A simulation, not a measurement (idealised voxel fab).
The process module that follows is named voxel local oxidation.
FYI the section here is cut, 265 nm wide, cells are 5 nm squares.
Cross-section = grid of square cells, listed top down in bands; band = one or more rows. In this notation a band is specified by the heights of its top and bottom, in that order and in nm, after which its materials appear from left to right, each paired with its width in nm. The word "edge to edge" attached to a single material means that material fills the band from edge to edge; the word "air" stands for empty space. Where do heights start? At 0: under that level the wafer as delivered is made of one material only. And the lowest band has no floor; it just carries on downward, as in "from 0 down". A width such as "30..40" changes by the same amount from each row of cells to the next, from the band's top row to its bottom row. Any step labelled "no alterations made" changed none of the cells in the cross-section. Voids not open to the top, 8 cells minimum: see "Closed void list". Written width x height at distance; distance is from the left edge; nm. Past the settings on a step's line: simulator remark, on that step. The setting "overlay nm" may be written on the line of a step. When the step uses a mask, the value reports how far to the right of the planned place the mask lay, and a negative value reports that it lay to the left.
## Planned step list for the process
1: RECEIVE, material Si
2: CONFORMAL_DEP, material SiO2, thk nm 5
3: CONFORMAL_DEP, material SiN, thk nm 15
4: DIRECTIONAL_DEP, material aC, thk nm 15
5: PATTERN, tone cover, mask id ACTIVE, material resist, width nm 115, thk nm 35, overlay nm 0
6: DIRECTIONAL_ETCH, etch materials aC, depth nm 15
7: STRIP, etch materials resist
8: DIRECTIONAL_ETCH, etch materials SiN, depth nm 15
9: STRIP, etch materials aC
10: SELECTIVE_ETCH, etch materials SiO2, depth nm 5
11: OXIDIZE, depth nm 10
12: STRIP, etch materials SiN
## This is the cross-section of the wafer as we received it, i.e. after step 1
    from 0 down  Si edge to edge
    Closed void list: none
## Starting structure and process plan are as shown above, but one mistake was made in running the module; the wafer cross-section at the end of the module follows
    from 5 to 0  80 nm air, then 110 nm SiO2, then 75 nm air
    from 0 to -10  90 nm SiO2, then 90 nm Si, then 85 nm SiO2
    from -10 down  Si edge to edge
    Closed void list: none
The mistake made against the process plan was this: step 5 was run on a setting that differed from the plan, and what really ran there is PATTERN, tone cover, mask id ACTIVE, material resist, width nm 120, thk nm 35, overlay nm 0
